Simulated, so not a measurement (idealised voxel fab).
process module | voxel tone inversion
cross-section cut | 300 nm wide | cells 5 nm
A cross-section is a grid of square cells, given in bands from the top down. A band is one or more rows of cells.
Each band's line starts with the height of the band's top and of its bottom, in nm. Then come its materials from left to right, each with its width in nm. One material with "throughout" fills the band from edge to edge. "air" is empty space.
Height 0 is the level under which the wafer as received is all one material. The lowest band goes on downwards, as in "0 down".
A width such as "30 to 40" changes by the same amount from each row of cells to the next, from the band's top row to its bottom row.
"no change" after a step means that no cell of the cross-section changed.
closed voids: empty space of 8 cells or more with no open way to the top, each as width x height at its distance from the left edge, in nm
after a step's settings: what the simulator itself notes on the step
overlay nm, on a step with a mask: how far to the right of its planned place the mask lay; to the left if negative
plan
1 op RECEIVE | material Si
2 op CONFORMAL_DEP | material SiCN | thk nm 5
3 op DIRECTIONAL_DEP | material polySi | thk nm 15
4 op PATTERN | tone cover | mask id POSTS | material resist | width nm 20 | pitch nm 40 | thk nm 25 | overlay nm 0
5 op DIRECTIONAL_ETCH | etch materials polySi | depth nm 15
6 op STRIP | etch materials resist
7 op FILL_DEP | material SiO2 | thk nm 5
8 op CMP | height nm 20
9 op STRIP | etch materials polySi
first wafer, as planned
as received, after step 1
  0 down: Si throughout
  closed voids: none
after step 2
  5 to 0: SiCN throughout
  below 0: unchanged
after step 3
  20 to 5: polySi throughout
  below 5: unchanged
after step 4
  45 to 20: air 120 | resist 20 | air 20 | resist 20 | air 120
  below 20: unchanged
after step 5
  45 to 20: air 120 | resist 20 | air 20 | resist 20 | air 120
  20 to 5: air 120 | polySi 20 | air 20 | polySi 20 | air 120
  below 5: unchanged
after step 6
  20 to 5: air 120 | polySi 20 | air 20 | polySi 20 | air 120
  below 5: unchanged
after step 7
  25 to 20: SiO2 throughout
  20 to 5: SiO2 120 | polySi 20 | SiO2 20 | polySi 20 | SiO2 120
  below 5: unchanged
after step 8
  20 to 5: SiO2 120 | polySi 20 | SiO2 20 | polySi 20 | SiO2 120
  below 5: unchanged
after step 9
  20 to 5: SiO2 120 | air 20 | SiO2 20 | air 20 | SiO2 120
  below 5: unchanged
second wafer: like start, like plan, one mistake. Through step 3 it matches the first wafer
when step 4 should have ended
  45 to 20: air 120 | resist 25 | air 15 | resist 25 | air 115
  below 20: unchanged
when step 5 should have ended
  45 to 20: air 120 | resist 25 | air 15 | resist 25 | air 115
  20 to 5: air 120 | polySi 25 | air 15 | polySi 25 | air 115
  below 5: unchanged
when step 6 should have ended
  20 to 5: air 120 | polySi 25 | air 15 | polySi 25 | air 115
  below 5: unchanged
when step 7 should have ended
  25 to 20: SiO2 throughout
  20 to 5: SiO2 120 | polySi 25 | SiO2 15 | polySi 25 | SiO2 115
  below 5: unchanged
when step 8 should have ended
  20 to 5: SiO2 120 | polySi 25 | SiO2 15 | polySi 25 | SiO2 115
  below 5: unchanged
when step 9 should have ended
  20 to 5: SiO2 120 | air 25 | SiO2 15 | air 25 | SiO2 115
  below 5: unchanged
what went wrong: step 4 ran as: op PATTERN | tone cover | mask id POSTS | material resist | width nm 25 | pitch nm 40 | thk nm 25 | overlay nm 0
at the end the second wafer has, in cells: 6 fewer of SiO2
